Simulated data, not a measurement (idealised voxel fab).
Documented hereafter: the process module known as voxel capacitor over wiring.
Displayed cross-section: cut, width of 245 nm, square cells sized 5 nm.
Cross-section layout: square cells on a grid; listed as bands, top to bottom; a band spans one or more cell rows.
Band entry format. Leading values: height of top, height of bottom, nm. Remainder: materials in left-to-right order, each with its width in nm. Special words: "all across" on a single material, which then fills the band edge to edge; "blank", empty space.
Where do heights start? At 0: under that level the wafer as delivered is made of one material only. And the lowest band has no floor; it just carries on downward, as in "0..down".
The two numbers in a width such as "30->40" mark its ends across the band: the first belongs to the top row of cells, the second to the bottom row, and from each row to the next the width moves by the same amount.
Step marked "nothing was modified"? Then no cell in the cross-section changed in it.
The label "Enclosed void list" introduces a list of the empty spaces, 8 cells or larger, that have no open way up to the top; each entry in it reads width x height at distance, where the distance is taken from the left edge and all three are stated in nm.
Post-settings text on a step line: simulator's own remark regarding the step.
overlay nm: where the mask lay relative to plan, measured to the right, on steps with a mask; negatives go left.
SO HERE'S THE LINEUP OF PROCESS STEPS WE PLANNED
- 1: RECEIVE,material Si
- 2: CONFORMAL_DEP,material SiO2,thk nm 15
- 3: CONFORMAL_DEP,material SiN,thk nm 5
- 4: DIRECTIONAL_DEP,material SiO2,thk nm 20
- 5: DIRECTIONAL_DEP,material aC,thk nm 10
- 6: PATTERN,tone open,mask id METAL_1,material resist,width nm 25,pitch nm 90,thk nm 25,overlay nm 0
- 7: DIRECTIONAL_ETCH,etch materials aC,depth nm 10
- 8: STRIP,etch materials resist
- 9: DIRECTIONAL_ETCH,etch materials SiO2,depth nm 20
- 10: DIRECTIONAL_ETCH,etch materials SiN,depth nm 5
- 11: STRIP,etch materials aC
- 12: CONFORMAL_DEP,material TiN,thk nm 5
- 13: FILL_DEP,material W,thk nm 10
- 14: CMP,height nm 40
- 15: CONFORMAL_DEP,material SiCN,thk nm 5
- 16: DIRECTIONAL_DEP,material lowk,thk nm 20
- 17: MASKED_ETCH,tone open,mask id PLUG_1,width nm 15,etch materials lowk,depth nm 20,overlay nm 0
- 18: MASKED_ETCH,tone open,mask id PLUG_1,width nm 15,etch materials SiCN,depth nm 5,overlay nm 0
- 19: CONFORMAL_DEP,material TiN,thk nm 5
- 20: FILL_DEP,material W,thk nm 5
- 21: CMP,height nm 65
- 22: DIRECTIONAL_DEP,material TiN,thk nm 10
- 23: DIRECTIONAL_DEP,material HfO2,thk nm 5
- 24: DIRECTIONAL_DEP,material TiN,thk nm 10
- 25: DIRECTIONAL_DEP,material aC,thk nm 15
- 26: PATTERN,tone cover,mask id UPPER_PLATE,material resist,width nm 70,thk nm 30,overlay nm 0
- 27: DIRECTIONAL_ETCH,etch materials aC,depth nm 15
- 28: STRIP,etch materials resist
- 29: DIRECTIONAL_ETCH,etch materials TiN,depth nm 10
- 30: DIRECTIONAL_ETCH,etch materials HfO2,depth nm 5
- 31: STRIP,etch materials aC
- 32: DIRECTIONAL_DEP,material aC,thk nm 15
- 33: PATTERN,tone cover,mask id LOWER_PLATE,material resist,width nm 80,thk nm 30,overlay nm 0
- 34: DIRECTIONAL_ETCH,etch materials aC,depth nm 15
- 35: STRIP,etch materials resist
- 36: DIRECTIONAL_ETCH,etch materials TiN,depth nm 10
- 37: STRIP,etch materials aC
- 38: FILL_DEP,material SiO2,thk nm 15
- 39: CMP,height nm 100
- 40: DIRECTIONAL_DEP,material aC,thk nm 15
- 41: PATTERN,tone open,mask id PLUG_2,material resist,width nm 15,thk nm 35,overlay nm 0
- 42: DIRECTIONAL_ETCH,etch materials aC,depth nm 15
- 43: STRIP,etch materials resist
- 44: DIRECTIONAL_ETCH,etch materials SiO2,depth nm 10
- 45: STRIP,etch materials aC
- 46: CONFORMAL_DEP,material TiN,thk nm 5
- 47: FILL_DEP,material Ru,thk nm 10
- 48: CMP,height nm 100
- 49: CONFORMAL_DEP,material SiN,thk nm 5
THE FOLLOWING PERTAINS TO THE FIRST OF TWO WAFERS, WHICH WAS PROCESSED AS PLANNED
WAFER CROSS-SECTION ON RECEIPT, I.E. AFTER STEP 1
  0..down: Si all across
  Enclosed void list: none
THE FOLLOWING CROSS-SECTION DEPICTS THE WAFER UPON COMPLETION OF STEP 2
  15..0: SiO2 all across
  Under 0: no change, same as before.
THE FOLLOWING CROSS-SECTION DEPICTS THE WAFER UPON COMPLETION OF STEP 3
  20..15: SiN all across
  Under 15: no change, same as before.
THE FOLLOWING CROSS-SECTION DEPICTS THE WAFER UPON COMPLETION OF STEP 4
  40..20: SiO2 all across
  Under 20: no change, same as before.
THE FOLLOWING CROSS-SECTION DEPICTS THE WAFER UPON COMPLETION OF STEP 5
  50..40: aC all across
  Under 40: no change, same as before.
THE FOLLOWING CROSS-SECTION DEPICTS THE WAFER UPON COMPLETION OF STEP 6
  75..50: 65 nm resist / 25 nm blank / 65 nm resist / 25 nm blank / 65 nm resist
  Under 50: no change, same as before.
THE FOLLOWING CROSS-SECTION DEPICTS THE WAFER UPON COMPLETION OF STEP 7
  65..50: 65 nm resist / 25 nm blank / 65 nm resist / 25 nm blank / 65 nm resist
  50..40: 65 nm aC / 25 nm blank / 65 nm aC / 25 nm blank / 65 nm aC
  Under 40: no change, same as before.
THE FOLLOWING CROSS-SECTION DEPICTS THE WAFER UPON COMPLETION OF STEP 8
  50..40: 65 nm aC / 25 nm blank / 65 nm aC / 25 nm blank / 65 nm aC
  Under 40: no change, same as before.
THE FOLLOWING CROSS-SECTION DEPICTS THE WAFER UPON COMPLETION OF STEP 9
  50..40: 65 nm aC / 25 nm blank / 65 nm aC / 25 nm blank / 65 nm aC
  40..20: 65 nm SiO2 / 25 nm blank / 65 nm SiO2 / 25 nm blank / 65 nm SiO2
  Under 20: no change, same as before.
THE FOLLOWING CROSS-SECTION DEPICTS THE WAFER UPON COMPLETION OF STEP 10
  50..40: 65 nm aC / 25 nm blank / 65 nm aC / 25 nm blank / 65 nm aC
  40..20: 65 nm SiO2 / 25 nm blank / 65 nm SiO2 / 25 nm blank / 65 nm SiO2
  20..15: 65 nm SiN / 25 nm blank / 65 nm SiN / 25 nm blank / 65 nm SiN
  Under 15: no change, same as before.
THE FOLLOWING CROSS-SECTION DEPICTS THE WAFER UPON COMPLETION OF STEP 11
  40..20: 65 nm SiO2 / 25 nm blank / 65 nm SiO2 / 25 nm blank / 65 nm SiO2
  Under 20: no change, same as before.
THE FOLLOWING CROSS-SECTION DEPICTS THE WAFER UPON COMPLETION OF STEP 12
  45..40: 70 nm TiN / 15 nm blank / 75 nm TiN / 15 nm blank / 70 nm TiN
  40..20: 65 nm SiO2 / 5 nm TiN / 15 nm blank / 5 nm TiN / 65 nm SiO2 / 5 nm TiN / 15 nm blank / 5 nm TiN / 65 nm SiO2
  20..15: 65 nm SiN / 25 nm TiN / 65 nm SiN / 25 nm TiN / 65 nm SiN
  Under 15: no change, same as before.
THE FOLLOWING CROSS-SECTION DEPICTS THE WAFER UPON COMPLETION OF STEP 13
  55..45: W all across
  45..40: 70 nm TiN / 15 nm W / 75 nm TiN / 15 nm W / 70 nm TiN
  40..20: 65 nm SiO2 / 5 nm TiN / 15 nm W / 5 nm TiN / 65 nm SiO2 / 5 nm TiN / 15 nm W / 5 nm TiN / 65 nm SiO2
  Under 20: no change, same as before.
THE FOLLOWING CROSS-SECTION DEPICTS THE WAFER UPON COMPLETION OF STEP 14
  40..20: 65 nm SiO2 / 5 nm TiN / 15 nm W / 5 nm TiN / 65 nm SiO2 / 5 nm TiN / 15 nm W / 5 nm TiN / 65 nm SiO2
  Under 20: no change, same as before.
THE FOLLOWING CROSS-SECTION DEPICTS THE WAFER UPON COMPLETION OF STEP 15
  45..40: SiCN all across
  Under 40: no change, same as before.
THE FOLLOWING CROSS-SECTION DEPICTS THE WAFER UPON COMPLETION OF STEP 16
  65..45: lowk all across
  Under 45: no change, same as before.
THE FOLLOWING CROSS-SECTION DEPICTS THE WAFER UPON COMPLETION OF STEP 17
  65..45: 75 nm lowk / 15 nm blank / 155 nm lowk
  Under 45: no change, same as before.
THE FOLLOWING CROSS-SECTION DEPICTS THE WAFER UPON COMPLETION OF STEP 18
  65..45: 75 nm lowk / 15 nm blank / 155 nm lowk
  45..40: 75 nm SiCN / 15 nm blank / 155 nm SiCN
  Under 40: no change, same as before.
THE FOLLOWING CROSS-SECTION DEPICTS THE WAFER UPON COMPLETION OF STEP 19
  70..65: 80 nm TiN / 5 nm blank / 160 nm TiN
  65..45: 75 nm lowk / 5 nm TiN / 5 nm blank / 5 nm TiN / 155 nm lowk
  45..40: 75 nm SiCN / 15 nm TiN / 155 nm SiCN
  Under 40: no change, same as before.
THE FOLLOWING CROSS-SECTION DEPICTS THE WAFER UPON COMPLETION OF STEP 20
  75..70: W all across
  70..65: 80 nm TiN / 5 nm W / 160 nm TiN
  65..45: 75 nm lowk / 5 nm TiN / 5 nm W / 5 nm TiN / 155 nm lowk
  Under 45: no change, same as before.
THE FOLLOWING CROSS-SECTION DEPICTS THE WAFER UPON COMPLETION OF STEP 21
  65..45: 75 nm lowk / 5 nm TiN / 5 nm W / 5 nm TiN / 155 nm lowk
  Under 45: no change, same as before.
THE FOLLOWING CROSS-SECTION DEPICTS THE WAFER UPON COMPLETION OF STEP 22
  75..65: TiN all across
  Under 65: no change, same as before.
THE FOLLOWING CROSS-SECTION DEPICTS THE WAFER UPON COMPLETION OF STEP 23
  80..75: HfO2 all across
  Under 75: no change, same as before.
THE FOLLOWING CROSS-SECTION DEPICTS THE WAFER UPON COMPLETION OF STEP 24
  90..80: TiN all across
  Under 80: no change, same as before.
THE FOLLOWING CROSS-SECTION DEPICTS THE WAFER UPON COMPLETION OF STEP 25
  105..90: aC all across
  Under 90: no change, same as before.
THE FOLLOWING CROSS-SECTION DEPICTS THE WAFER UPON COMPLETION OF STEP 26
  135..105: 75 nm blank / 70 nm resist / 100 nm blank
  Under 105: no change, same as before.
THE FOLLOWING CROSS-SECTION DEPICTS THE WAFER UPON COMPLETION OF STEP 27
  120..105: 75 nm blank / 70 nm resist / 100 nm blank
  105..90: 75 nm blank / 70 nm aC / 100 nm blank
  Under 90: no change, same as before.
THE FOLLOWING CROSS-SECTION DEPICTS THE WAFER UPON COMPLETION OF STEP 28
  105..90: 75 nm blank / 70 nm aC / 100 nm blank
  Under 90: no change, same as before.
THE FOLLOWING CROSS-SECTION DEPICTS THE WAFER UPON COMPLETION OF STEP 29
  105..90: 75 nm blank / 70 nm aC / 100 nm blank
  90..80: 75 nm blank / 70 nm TiN / 100 nm blank
  Under 80: no change, same as before.
THE FOLLOWING CROSS-SECTION DEPICTS THE WAFER UPON COMPLETION OF STEP 30
  105..90: 75 nm blank / 70 nm aC / 100 nm blank
  90..80: 75 nm blank / 70 nm TiN / 100 nm blank
  80..75: 75 nm blank / 70 nm HfO2 / 100 nm blank
  Under 75: no change, same as before.
THE FOLLOWING CROSS-SECTION DEPICTS THE WAFER UPON COMPLETION OF STEP 31
  90..80: 75 nm blank / 70 nm TiN / 100 nm blank
  Under 80: no change, same as before.
THE FOLLOWING CROSS-SECTION DEPICTS THE WAFER UPON COMPLETION OF STEP 32
  105..90: 75 nm blank / 70 nm aC / 100 nm blank
  90..80: 75 nm aC / 70 nm TiN / 100 nm aC
  80..75: 75 nm aC / 70 nm HfO2 / 100 nm aC
  Under 75: no change, same as before.
THE FOLLOWING CROSS-SECTION DEPICTS THE WAFER UPON COMPLETION OF STEP 33
  135..105: 70 nm blank / 80 nm resist / 95 nm blank
  105..90: 70 nm blank / 5 nm resist / 70 nm aC / 5 nm resist / 95 nm blank
  Under 90: no change, same as before.
THE FOLLOWING CROSS-SECTION DEPICTS THE WAFER UPON COMPLETION OF STEP 34
  120..105: 70 nm blank / 80 nm resist / 95 nm blank
  105..90: 70 nm blank / 5 nm resist / 70 nm aC / 5 nm resist / 95 nm blank
  90..80: 70 nm blank / 5 nm aC / 70 nm TiN / 5 nm aC / 95 nm blank
  80..75: 70 nm blank / 5 nm aC / 70 nm HfO2 / 5 nm aC / 95 nm blank
  Under 75: no change, same as before.
THE FOLLOWING CROSS-SECTION DEPICTS THE WAFER UPON COMPLETION OF STEP 35
  105..90: 75 nm blank / 70 nm aC / 100 nm blank
  Under 90: no change, same as before.
THE FOLLOWING CROSS-SECTION DEPICTS THE WAFER UPON COMPLETION OF STEP 36
  105..90: 75 nm blank / 70 nm aC / 100 nm blank
  90..80: 70 nm blank / 5 nm aC / 70 nm TiN / 5 nm aC / 95 nm blank
  80..75: 70 nm blank / 5 nm aC / 70 nm HfO2 / 5 nm aC / 95 nm blank
  75..65: 70 nm blank / 80 nm TiN / 95 nm blank
  Under 65: no change, same as before.
THE FOLLOWING CROSS-SECTION DEPICTS THE WAFER UPON COMPLETION OF STEP 37
  90..80: 75 nm blank / 70 nm TiN / 100 nm blank
  80..75: 75 nm blank / 70 nm HfO2 / 100 nm blank
  Under 75: no change, same as before.
THE FOLLOWING CROSS-SECTION DEPICTS THE WAFER UPON COMPLETION OF STEP 38
  105..90: SiO2 all across
  90..80: 75 nm SiO2 / 70 nm TiN / 100 nm SiO2
  80..75: 75 nm SiO2 / 70 nm HfO2 / 100 nm SiO2
  75..65: 70 nm SiO2 / 80 nm TiN / 95 nm SiO2
  Under 65: no change, same as before.
THE FOLLOWING CROSS-SECTION DEPICTS THE WAFER UPON COMPLETION OF STEP 39
  100..90: SiO2 all across
  Under 90: no change, same as before.
THE FOLLOWING CROSS-SECTION DEPICTS THE WAFER UPON COMPLETION OF STEP 40
  115..100: aC all across
  Under 100: no change, same as before.
THE FOLLOWING CROSS-SECTION DEPICTS THE WAFER UPON COMPLETION OF STEP 41
  150..115: 85 nm resist / 15 nm blank / 145 nm resist
  Under 115: no change, same as before.
THE FOLLOWING CROSS-SECTION DEPICTS THE WAFER UPON COMPLETION OF STEP 42
  135..115: 85 nm resist / 15 nm blank / 145 nm resist
  115..100: 85 nm aC / 15 nm blank / 145 nm aC
  Under 100: no change, same as before.
THE FOLLOWING CROSS-SECTION DEPICTS THE WAFER UPON COMPLETION OF STEP 43
  115..100: 85 nm aC / 15 nm blank / 145 nm aC
  Under 100: no change, same as before.
THE FOLLOWING CROSS-SECTION DEPICTS THE WAFER UPON COMPLETION OF STEP 44
  115..100: 85 nm aC / 15 nm blank / 145 nm aC
  100..90: 85 nm SiO2 / 15 nm blank / 145 nm SiO2
  Under 90: no change, same as before.
THE FOLLOWING CROSS-SECTION DEPICTS THE WAFER UPON COMPLETION OF STEP 45
  100..90: 85 nm SiO2 / 15 nm blank / 145 nm SiO2
  Under 90: no change, same as before.
THE FOLLOWING CROSS-SECTION DEPICTS THE WAFER UPON COMPLETION OF STEP 46
  105..100: 90 nm TiN / 5 nm blank / 150 nm TiN
  100..95: 85 nm SiO2 / 5 nm TiN / 5 nm blank / 5 nm TiN / 145 nm SiO2
  95..90: 85 nm SiO2 / 15 nm TiN / 145 nm SiO2
  Under 90: no change, same as before.
THE FOLLOWING CROSS-SECTION DEPICTS THE WAFER UPON COMPLETION OF STEP 47
  115..105: Ru all across
  105..100: 90 nm TiN / 5 nm Ru / 150 nm TiN
  100..95: 85 nm SiO2 / 5 nm TiN / 5 nm Ru / 5 nm TiN / 145 nm SiO2
  Under 95: no change, same as before.
THE FOLLOWING CROSS-SECTION DEPICTS THE WAFER UPON COMPLETION OF STEP 48
  100..95: 85 nm SiO2 / 5 nm TiN / 5 nm Ru / 5 nm TiN / 145 nm SiO2
  Under 95: no change, same as before.
THE FOLLOWING CROSS-SECTION DEPICTS THE WAFER UPON COMPLETION OF STEP 49
  105..100: SiN all across
  Under 100: no change, same as before.
WAFER TWO. IDENTICAL START, IDENTICAL PLAN. ONE MISTAKE IN EXECUTION. IDENTICAL HISTORY THROUGH STEP 2
CROSS-SECTION OF THE SECOND WAFER WHEN, ACCORDING TO PLAN, STEP 3 SHOULD HAVE FINISHED
  35..0: SiO2 all across
  Under 0: no change, same as before.
CROSS-SECTION OF THE SECOND WAFER WHEN, ACCORDING TO PLAN, STEP 4 SHOULD HAVE FINISHED
  40..35: SiN all across
  Under 35: no change, same as before.
CROSS-SECTION OF THE SECOND WAFER WHEN, ACCORDING TO PLAN, STEP 5 SHOULD HAVE FINISHED
  50..40: aC all across
  Under 40: no change, same as before.
CROSS-SECTION OF THE SECOND WAFER WHEN, ACCORDING TO PLAN, STEP 6 SHOULD HAVE FINISHED
  75..50: 65 nm resist / 25 nm blank / 65 nm resist / 25 nm blank / 65 nm resist
  Under 50: no change, same as before.
CROSS-SECTION OF THE SECOND WAFER WHEN, ACCORDING TO PLAN, STEP 7 SHOULD HAVE FINISHED
  65..50: 65 nm resist / 25 nm blank / 65 nm resist / 25 nm blank / 65 nm resist
  50..40: 65 nm aC / 25 nm blank / 65 nm aC / 25 nm blank / 65 nm aC
  Under 40: no change, same as before.
CROSS-SECTION OF THE SECOND WAFER WHEN, ACCORDING TO PLAN, STEP 8 SHOULD HAVE FINISHED
  50..40: 65 nm aC / 25 nm blank / 65 nm aC / 25 nm blank / 65 nm aC
  Under 40: no change, same as before.
Cross-section of the second wafer when, according to plan, step 9 should have finished: nothing was modified
CROSS-SECTION OF THE SECOND WAFER WHEN, ACCORDING TO PLAN, STEP 10 SHOULD HAVE FINISHED
  50..40: 65 nm aC / 25 nm blank / 65 nm aC / 25 nm blank / 65 nm aC
  40..35: 65 nm SiN / 25 nm blank / 65 nm SiN / 25 nm blank / 65 nm SiN
  Under 35: no change, same as before.
CROSS-SECTION OF THE SECOND WAFER WHEN, ACCORDING TO PLAN, STEP 11 SHOULD HAVE FINISHED
  40..35: 65 nm SiN / 25 nm blank / 65 nm SiN / 25 nm blank / 65 nm SiN
  Under 35: no change, same as before.
CROSS-SECTION OF THE SECOND WAFER WHEN, ACCORDING TO PLAN, STEP 12 SHOULD HAVE FINISHED
  45..40: 70 nm TiN / 15 nm blank / 75 nm TiN / 15 nm blank / 70 nm TiN
  40..35: 65 nm SiN / 25 nm TiN / 65 nm SiN / 25 nm TiN / 65 nm SiN
  Under 35: no change, same as before.
CROSS-SECTION OF THE SECOND WAFER WHEN, ACCORDING TO PLAN, STEP 13 SHOULD HAVE FINISHED
  55..45: W all across
  45..40: 70 nm TiN / 15 nm W / 75 nm TiN / 15 nm W / 70 nm TiN
  Under 40: no change, same as before.
CROSS-SECTION OF THE SECOND WAFER WHEN, ACCORDING TO PLAN, STEP 14 SHOULD HAVE FINISHED
  40..35: 65 nm SiN / 25 nm TiN / 65 nm SiN / 25 nm TiN / 65 nm SiN
  Under 35: no change, same as before.
CROSS-SECTION OF THE SECOND WAFER WHEN, ACCORDING TO PLAN, STEP 15 SHOULD HAVE FINISHED
  45..40: SiCN all across
  Under 40: no change, same as before.
CROSS-SECTION OF THE SECOND WAFER WHEN, ACCORDING TO PLAN, STEP 16 SHOULD HAVE FINISHED
  65..45: lowk all across
  Under 45: no change, same as before.
CROSS-SECTION OF THE SECOND WAFER WHEN, ACCORDING TO PLAN, STEP 17 SHOULD HAVE FINISHED
  65..45: 75 nm lowk / 15 nm blank / 155 nm lowk
  Under 45: no change, same as before.
CROSS-SECTION OF THE SECOND WAFER WHEN, ACCORDING TO PLAN, STEP 18 SHOULD HAVE FINISHED
  65..45: 75 nm lowk / 15 nm blank / 155 nm lowk
  45..40: 75 nm SiCN / 15 nm blank / 155 nm SiCN
  Under 40: no change, same as before.
CROSS-SECTION OF THE SECOND WAFER WHEN, ACCORDING TO PLAN, STEP 19 SHOULD HAVE FINISHED
  70..65: 80 nm TiN / 5 nm blank / 160 nm TiN
  65..45: 75 nm lowk / 5 nm TiN / 5 nm blank / 5 nm TiN / 155 nm lowk
  45..40: 75 nm SiCN / 15 nm TiN / 155 nm SiCN
  Under 40: no change, same as before.
CROSS-SECTION OF THE SECOND WAFER WHEN, ACCORDING TO PLAN, STEP 20 SHOULD HAVE FINISHED
  75..70: W all across
  70..65: 80 nm TiN / 5 nm W / 160 nm TiN
  65..45: 75 nm lowk / 5 nm TiN / 5 nm W / 5 nm TiN / 155 nm lowk
  Under 45: no change, same as before.
CROSS-SECTION OF THE SECOND WAFER WHEN, ACCORDING TO PLAN, STEP 21 SHOULD HAVE FINISHED
  65..45: 75 nm lowk / 5 nm TiN / 5 nm W / 5 nm TiN / 155 nm lowk
  Under 45: no change, same as before.
CROSS-SECTION OF THE SECOND WAFER WHEN, ACCORDING TO PLAN, STEP 22 SHOULD HAVE FINISHED
  75..65: TiN all across
  Under 65: no change, same as before.
CROSS-SECTION OF THE SECOND WAFER WHEN, ACCORDING TO PLAN, STEP 23 SHOULD HAVE FINISHED
  80..75: HfO2 all across
  Under 75: no change, same as before.
CROSS-SECTION OF THE SECOND WAFER WHEN, ACCORDING TO PLAN, STEP 24 SHOULD HAVE FINISHED
  90..80: TiN all across
  Under 80: no change, same as before.
CROSS-SECTION OF THE SECOND WAFER WHEN, ACCORDING TO PLAN, STEP 25 SHOULD HAVE FINISHED
  105..90: aC all across
  Under 90: no change, same as before.
CROSS-SECTION OF THE SECOND WAFER WHEN, ACCORDING TO PLAN, STEP 26 SHOULD HAVE FINISHED
  135..105: 75 nm blank / 70 nm resist / 100 nm blank
  Under 105: no change, same as before.
CROSS-SECTION OF THE SECOND WAFER WHEN, ACCORDING TO PLAN, STEP 27 SHOULD HAVE FINISHED
  120..105: 75 nm blank / 70 nm resist / 100 nm blank
  105..90: 75 nm blank / 70 nm aC / 100 nm blank
  Under 90: no change, same as before.
CROSS-SECTION OF THE SECOND WAFER WHEN, ACCORDING TO PLAN, STEP 28 SHOULD HAVE FINISHED
  105..90: 75 nm blank / 70 nm aC / 100 nm blank
  Under 90: no change, same as before.
CROSS-SECTION OF THE SECOND WAFER WHEN, ACCORDING TO PLAN, STEP 29 SHOULD HAVE FINISHED
  105..90: 75 nm blank / 70 nm aC / 100 nm blank
  90..80: 75 nm blank / 70 nm TiN / 100 nm blank
  Under 80: no change, same as before.
CROSS-SECTION OF THE SECOND WAFER WHEN, ACCORDING TO PLAN, STEP 30 SHOULD HAVE FINISHED
  105..90: 75 nm blank / 70 nm aC / 100 nm blank
  90..80: 75 nm blank / 70 nm TiN / 100 nm blank
  80..75: 75 nm blank / 70 nm HfO2 / 100 nm blank
  Under 75: no change, same as before.
CROSS-SECTION OF THE SECOND WAFER WHEN, ACCORDING TO PLAN, STEP 31 SHOULD HAVE FINISHED
  90..80: 75 nm blank / 70 nm TiN / 100 nm blank
  Under 80: no change, same as before.
CROSS-SECTION OF THE SECOND WAFER WHEN, ACCORDING TO PLAN, STEP 32 SHOULD HAVE FINISHED
  105..90: 75 nm blank / 70 nm aC / 100 nm blank
  90..80: 75 nm aC / 70 nm TiN / 100 nm aC
  80..75: 75 nm aC / 70 nm HfO2 / 100 nm aC
  Under 75: no change, same as before.
CROSS-SECTION OF THE SECOND WAFER WHEN, ACCORDING TO PLAN, STEP 33 SHOULD HAVE FINISHED
  135..105: 70 nm blank / 80 nm resist / 95 nm blank
  105..90: 70 nm blank / 5 nm resist / 70 nm aC / 5 nm resist / 95 nm blank
  Under 90: no change, same as before.
CROSS-SECTION OF THE SECOND WAFER WHEN, ACCORDING TO PLAN, STEP 34 SHOULD HAVE FINISHED
  120..105: 70 nm blank / 80 nm resist / 95 nm blank
  105..90: 70 nm blank / 5 nm resist / 70 nm aC / 5 nm resist / 95 nm blank
  90..80: 70 nm blank / 5 nm aC / 70 nm TiN / 5 nm aC / 95 nm blank
  80..75: 70 nm blank / 5 nm aC / 70 nm HfO2 / 5 nm aC / 95 nm blank
  Under 75: no change, same as before.
CROSS-SECTION OF THE SECOND WAFER WHEN, ACCORDING TO PLAN, STEP 35 SHOULD HAVE FINISHED
  105..90: 75 nm blank / 70 nm aC / 100 nm blank
  Under 90: no change, same as before.
CROSS-SECTION OF THE SECOND WAFER WHEN, ACCORDING TO PLAN, STEP 36 SHOULD HAVE FINISHED
  105..90: 75 nm blank / 70 nm aC / 100 nm blank
  90..80: 70 nm blank / 5 nm aC / 70 nm TiN / 5 nm aC / 95 nm blank
  80..75: 70 nm blank / 5 nm aC / 70 nm HfO2 / 5 nm aC / 95 nm blank
  75..65: 70 nm blank / 80 nm TiN / 95 nm blank
  Under 65: no change, same as before.
CROSS-SECTION OF THE SECOND WAFER WHEN, ACCORDING TO PLAN, STEP 37 SHOULD HAVE FINISHED
  90..80: 75 nm blank / 70 nm TiN / 100 nm blank
  80..75: 75 nm blank / 70 nm HfO2 / 100 nm blank
  Under 75: no change, same as before.
CROSS-SECTION OF THE SECOND WAFER WHEN, ACCORDING TO PLAN, STEP 38 SHOULD HAVE FINISHED
  105..90: SiO2 all across
  90..80: 75 nm SiO2 / 70 nm TiN / 100 nm SiO2
  80..75: 75 nm SiO2 / 70 nm HfO2 / 100 nm SiO2
  75..65: 70 nm SiO2 / 80 nm TiN / 95 nm SiO2
  Under 65: no change, same as before.
CROSS-SECTION OF THE SECOND WAFER WHEN, ACCORDING TO PLAN, STEP 39 SHOULD HAVE FINISHED
  100..90: SiO2 all across
  Under 90: no change, same as before.
CROSS-SECTION OF THE SECOND WAFER WHEN, ACCORDING TO PLAN, STEP 40 SHOULD HAVE FINISHED
  115..100: aC all across
  Under 100: no change, same as before.
CROSS-SECTION OF THE SECOND WAFER WHEN, ACCORDING TO PLAN, STEP 41 SHOULD HAVE FINISHED
  150..115: 85 nm resist / 15 nm blank / 145 nm resist
  Under 115: no change, same as before.
CROSS-SECTION OF THE SECOND WAFER WHEN, ACCORDING TO PLAN, STEP 42 SHOULD HAVE FINISHED
  135..115: 85 nm resist / 15 nm blank / 145 nm resist
  115..100: 85 nm aC / 15 nm blank / 145 nm aC
  Under 100: no change, same as before.
CROSS-SECTION OF THE SECOND WAFER WHEN, ACCORDING TO PLAN, STEP 43 SHOULD HAVE FINISHED
  115..100: 85 nm aC / 15 nm blank / 145 nm aC
  Under 100: no change, same as before.
CROSS-SECTION OF THE SECOND WAFER WHEN, ACCORDING TO PLAN, STEP 44 SHOULD HAVE FINISHED
  115..100: 85 nm aC / 15 nm blank / 145 nm aC
  100..90: 85 nm SiO2 / 15 nm blank / 145 nm SiO2
  Under 90: no change, same as before.
CROSS-SECTION OF THE SECOND WAFER WHEN, ACCORDING TO PLAN, STEP 45 SHOULD HAVE FINISHED
  100..90: 85 nm SiO2 / 15 nm blank / 145 nm SiO2
  Under 90: no change, same as before.
CROSS-SECTION OF THE SECOND WAFER WHEN, ACCORDING TO PLAN, STEP 46 SHOULD HAVE FINISHED
  105..100: 90 nm TiN / 5 nm blank / 150 nm TiN
  100..95: 85 nm SiO2 / 5 nm TiN / 5 nm blank / 5 nm TiN / 145 nm SiO2
  95..90: 85 nm SiO2 / 15 nm TiN / 145 nm SiO2
  Under 90: no change, same as before.
CROSS-SECTION OF THE SECOND WAFER WHEN, ACCORDING TO PLAN, STEP 47 SHOULD HAVE FINISHED
  115..105: Ru all across
  105..100: 90 nm TiN / 5 nm Ru / 150 nm TiN
  100..95: 85 nm SiO2 / 5 nm TiN / 5 nm Ru / 5 nm TiN / 145 nm SiO2
  Under 95: no change, same as before.
CROSS-SECTION OF THE SECOND WAFER WHEN, ACCORDING TO PLAN, STEP 48 SHOULD HAVE FINISHED
  100..95: 85 nm SiO2 / 5 nm TiN / 5 nm Ru / 5 nm TiN / 145 nm SiO2
  Under 95: no change, same as before.
CROSS-SECTION OF THE SECOND WAFER WHEN, ACCORDING TO PLAN, STEP 49 SHOULD HAVE FINISHED
  105..100: SiN all across
  Under 100: no change, same as before.
In executing the process, a mistake was made relative to the plan: so 3 and 4 got swapped relative to the plan, each ran where the other was supposed to
End of process, cell counts, second wafer against first, materials with more or fewer: SiO2: 40 more | TiN: 16 fewer | W: 24 fewer
